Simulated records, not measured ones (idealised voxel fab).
Process module name: voxel self aligned vias
The width of the displayed cross-section, cut, is 270 nm; its cells are square, with a size of 5 nm.
Notation: cross-section as square-cell grid; stated in bands, top first, going down; one or more cell rows per band. Band entry format. Leading values: height of top, height of bottom, nm. Remainder: materials in left-to-right order, each with its width in nm. Special words: "everywhere" on a single material, which then fills the band edge to edge; "blank", empty space. Heights from 0 (as-received wafer is one material below). Bottom band endless downward, as "from 0 down". It should be noted that a width expressed as "30->40" varies in equal increments from row to row of cells within the band, taking the value of the first number at the top row and that of the second number at the bottom row. Take "left unchanged" at face value: in the step it is given for, the cross-section changed in none of its cells. Look at "Closed void register" for the closed voids: empty spaces with no open path to the top, sized 8 cells or up. Each is width x height at distance, distance from the left edge, all nm. Text after the settings on a step's line: the simulator's own remark on that step. overlay nm: for a step with a mask, the amount by which the mask lay right of where it was planned; a negative amount means left of it.

Plan:
step 1: RECEIVE [material Si]
step 2: CONFORMAL_DEP [material SiO2] [thk nm 15]
step 3: CONFORMAL_DEP [material SiCN] [thk nm 5]
step 4: DIRECTIONAL_DEP [material lowk] [thk nm 30]
step 5: DIRECTIONAL_DEP [material aC] [thk nm 10]
step 6: PATTERN [tone open] [mask id LINES] [material resist] [width nm 20] [pitch nm 50] [thk nm 30] [overlay nm 0]
step 7: DIRECTIONAL_ETCH [etch materials aC] [depth nm 10]
step 8: STRIP [etch materials resist]
step 9: DIRECTIONAL_ETCH [etch materials lowk] [depth nm 30]
step 10: STRIP [etch materials aC]
step 11: CONFORMAL_DEP [material TiN] [thk nm 5]
step 12: FILL_DEP [material Ru] [thk nm 10]
step 13: CMP [height nm 50]
step 14: SELECTIVE_ETCH [etch materials W Ru TiN] [depth nm 10]
step 15: FILL_DEP [material SiN] [thk nm 5]
step 16: CMP [height nm 50]
step 17: DIRECTIONAL_DEP [material lowk] [thk nm 20]
step 18: DIRECTIONAL_DEP [material aC] [thk nm 15]
step 19: PATTERN [tone open] [mask id VIAS] [material resist] [width nm 30] [pitch nm 50] [thk nm 35] [overlay nm 0]
step 20: DIRECTIONAL_ETCH [etch materials aC] [depth nm 15]
step 21: STRIP [etch materials resist]
step 22: DIRECTIONAL_ETCH [etch materials lowk] [depth nm 20]
step 23: DIRECTIONAL_ETCH [etch materials SiN] [depth nm 10]
step 24: STRIP [etch materials aC]
step 25: CONFORMAL_DEP [material TiN] [thk nm 5]
step 26: FILL_DEP [material W] [thk nm 10]
step 27: CMP [height nm 70]
step 28: CONFORMAL_DEP [material SiN] [thk nm 5]

Incoming wafer in cross-section (state: after step 1):
> from 0 down  Si everywhere
> Closed void register: none

The first of the two wafers as seen in cross-section once the module was finished; processing followed the plan:
> from 75 to 70  SiN everywhere
> from 70 to 55  lowk=95, TiN=5, W=20, TiN=5, lowk=20, TiN=5, W=20, TiN=5, lowk=95
> from 55 to 45  lowk=95->100, TiN=10->5, W=10, TiN=10->5, lowk=20->30, TiN=10->5, W=10, TiN=10->5, lowk=95->100
> from 45 to 40  lowk=100, TiN=20, lowk=30, TiN=20, lowk=100
> from 40 to 25  lowk=100, TiN=5, Ru=10, TiN=5, lowk=30, TiN=5, Ru=10, TiN=5, lowk=100
> from 25 to 20  lowk=100, TiN=20, lowk=30, TiN=20, lowk=100
> from 20 to 15  SiCN everywhere
> from 15 to 0  SiO2 everywhere
> from 0 down  Si everywhere
> Closed void register: none

Here is the second of the two wafers cut open at the end of the module - same start, same plan as the first one, but we made one mistake running it:
> from 75 to 70  SiN everywhere
> from 70 to 50  lowk=95, TiN=5, W=20, TiN=5, lowk=20, TiN=5, W=20, TiN=5, lowk=95
> from 50 to 45  lowk=95, TiN=10, W=10, TiN=10, lowk=20, TiN=10, W=10, TiN=10, lowk=95
> from 45 to 40  lowk=100, TiN=20, lowk=30, TiN=20, lowk=100
> from 40 to 25  lowk=100, TiN=5, Ru=10, TiN=5, lowk=30, TiN=5, Ru=10, TiN=5, lowk=100
> from 25 to 20  lowk=100, TiN=20, lowk=30, TiN=20, lowk=100
> from 20 to 15  SiCN everywhere
> from 15 to 0  SiO2 everywhere
> from 0 down  Si everywhere
> Closed void register: none
Want to know what went wrong? step 22 ran as: DIRECTIONAL_ETCH [etch materials lowk] [depth nm 25]
The closing comparison, in cells, has the second wafer with more or fewer of some materials than the first: 4 more of W; 4 fewer of lowk
